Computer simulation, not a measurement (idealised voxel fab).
process module | voxel gate over fins
cross-section cut | 160 nm wide | cells 5 nm
A cross-section is a grid of square cells, given in bands from the top down. A band is one or more rows of cells.
Each band's line starts with the height of the band's top and of its bottom, in nm. Then come its materials from left to right, each with its width in nm. One material with "throughout" fills the band from edge to edge. "air" is empty space.
Height 0 is the level under which the wafer as received is all one material. The lowest band goes on downwards, as in "0 down".
A width such as "30 to 40" changes by the same amount from each row of cells to the next, from the band's top row to its bottom row.
"no change" after a step means that no cell of the cross-section changed.
closed voids: empty space of 8 cells or more with no open way to the top, each as width x height at its distance from the left edge, in nm
after a step's settings: what the simulator itself notes on the step
overlay nm, on a step with a mask: how far to the right of its planned place the mask lay; to the left if negative
plan
1 op RECEIVE | material Si
2 op CONFORMAL_DEP | material SiN | thk nm 5
3 op DIRECTIONAL_DEP | material aC | thk nm 15
4 op PATTERN | tone cover | mask id FINS | material resist | width nm 15 | pitch nm 60 | thk nm 30 | overlay nm 0
5 op DIRECTIONAL_ETCH | etch materials aC | depth nm 15
6 op STRIP | etch materials resist
7 op DIRECTIONAL_ETCH | etch materials SiN | depth nm 5
8 op DIRECTIONAL_ETCH | etch materials Si | depth nm 40
9 op STRIP | etch materials aC
10 op OXIDIZE | depth nm 5
11 op FILL_DEP | material SiO2 | thk nm 10
12 op CMP | height nm 5
13 op DIRECTIONAL_DEP | material aC | thk nm 15
14 op PATTERN | tone open | mask id RAIL | material resist | width nm 15 | thk nm 35 | overlay nm -15
15 op DIRECTIONAL_ETCH | etch materials aC | depth nm 15
16 op STRIP | etch materials resist
17 op DIRECTIONAL_ETCH | etch materials SiO2 | depth nm 40
18 op STRIP | etch materials aC
19 op CONFORMAL_DEP | material TiN | thk nm 5
20 op FILL_DEP | material W | thk nm 5
21 op CMP | height nm 5
22 op SELECTIVE_ETCH | etch materials W Ru TiN | depth nm 20
23 op FILL_DEP | material SiO2 | thk nm 5
24 op CMP | height nm 5
25 op SELECTIVE_ETCH | etch materials SiO2 | depth nm 15
26 op STRIP | etch materials SiN
27 op CONFORMAL_DEP | material HfO2 | thk nm 5
28 op CONFORMAL_DEP | material TiN | thk nm 5
29 op CONFORMAL_DEP | material TiAl | thk nm 5
30 op CONFORMAL_DEP | material TiN | thk nm 5
31 op FILL_DEP | material W | thk nm 15
32 op CMP | height nm 30
33 op CONFORMAL_DEP | material SiCN | thk nm 10
varied across the wafers: overlay nm of step 14. The plan shows the first wafer's value. All wafers start alike
first wafer as received, after step 1
  0 down: Si throughout
  closed voids: none
first wafer at the end, after step 33
  40 to 30: SiCN throughout
  30 to 20: W throughout
  20 to 15: W 25 | TiN 45 | W 15 | TiN 45 | W 30
  15 to 10: W 25 | TiN 5 | TiAl 35 | TiN 5 | W 15 | TiN 5 | TiAl 35 | TiN 5 | W 30
  10 to 5: TiN 30 | TiAl 5 | TiN 25 | TiAl 5 | TiN 25 | TiAl 5 | TiN 25 | TiAl 5 | TiN 35
  5 to 0: TiAl 35 | TiN 5 | HfO2 15 | TiN 5 | TiAl 35 | TiN 5 | HfO2 15 | TiN 5 | TiAl 40
  0 to -5: TiN 40 | HfO2 5 | Si 5 | HfO2 5 | TiN 45 | HfO2 5 | Si 5 | HfO2 5 | TiN 45
  -5 to -10: HfO2 45 | Si 5 | HfO2 55 | Si 5 | HfO2 50
  -10 to -15: SiO2 45 | Si 5 | SiO2 55 | Si 5 | SiO2 50
  -15 to -30: SiO2 45 | Si 5 | SiO2 5 | TiN 5 | W 5 | TiN 5 | SiO2 35 | Si 5 | SiO2 50
  -30 to -35: SiO2 45 | Si 5 | SiO2 5 | TiN 15 | SiO2 35 | Si 5 | SiO2 50
  -35 to -45: SiO2 45 | Si 5 | SiO2 55 | Si 5 | SiO2 50
  -45 down: Si throughout
  closed voids: none
last wafer at the end
  40 to 30: SiCN throughout
  30 to 20: W throughout
  20 to 15: W 25 | TiN 45 | W 15 | TiN 45 | W 30
  15 to 10: W 25 | TiN 5 | TiAl 35 | TiN 5 | W 15 | TiN 5 | TiAl 35 | TiN 5 | W 30
  10 to 5: TiN 30 | TiAl 5 | TiN 25 | TiAl 5 | TiN 25 | TiAl 5 | TiN 25 | TiAl 5 | TiN 35
  5 to 0: TiAl 35 | TiN 5 | HfO2 15 | TiN 5 | TiAl 35 | TiN 5 | HfO2 15 | TiN 5 | TiAl 40
  0 to -5: TiN 40 | HfO2 5 | Si 5 | HfO2 5 | TiN 45 | HfO2 5 | Si 5 | HfO2 5 | TiN 45
  -5 to -10: HfO2 45 | Si 5 | HfO2 55 | Si 5 | HfO2 50
  -10 to -15: SiO2 45 | Si 5 | SiO2 55 | Si 5 | SiO2 50
  -15 to -30: SiO2 45 | Si 5 | SiO2 35 | TiN 5 | W 5 | TiN 5 | SiO2 5 | Si 5 | SiO2 50
  -30 to -35: SiO2 45 | Si 5 | SiO2 35 | TiN 15 | SiO2 5 | Si 5 | SiO2 50
  -35 to -45: SiO2 45 | Si 5 | SiO2 55 | Si 5 | SiO2 50
  -45 down: Si throughout
  closed voids: none
each wafer at the end: cells of each material gained (+) or lost (-) since it was received, then its closed voids
overlay nm -15 | +40 HfO2 | -270 Si | +64 SiCN | +198 SiO2 | +40 TiAl | +89 TiN | +95 W | closed voids: none
overlay nm -10 | +40 HfO2 | -270 Si | +64 SiCN | +198 SiO2 | +40 TiAl | +89 TiN | +95 W | closed voids: none
overlay nm -5 | +40 HfO2 | -270 Si | +64 SiCN | +198 SiO2 | +40 TiAl | +89 TiN | +95 W | closed voids: none
overlay nm 0 | +40 HfO2 | -270 Si | +64 SiCN | +198 SiO2 | +40 TiAl | +89 TiN | +95 W | closed voids: none
overlay nm 5 | +40 HfO2 | -270 Si | +64 SiCN | +198 SiO2 | +40 TiAl | +89 TiN | +95 W | closed voids: none
overlay nm 10 | +40 HfO2 | -270 Si | +64 SiCN | +198 SiO2 | +40 TiAl | +89 TiN | +95 W | closed voids: none
overlay nm 15 | +40 HfO2 | -270 Si | +64 SiCN | +198 SiO2 | +40 TiAl | +89 TiN | +95 W | closed voids: none
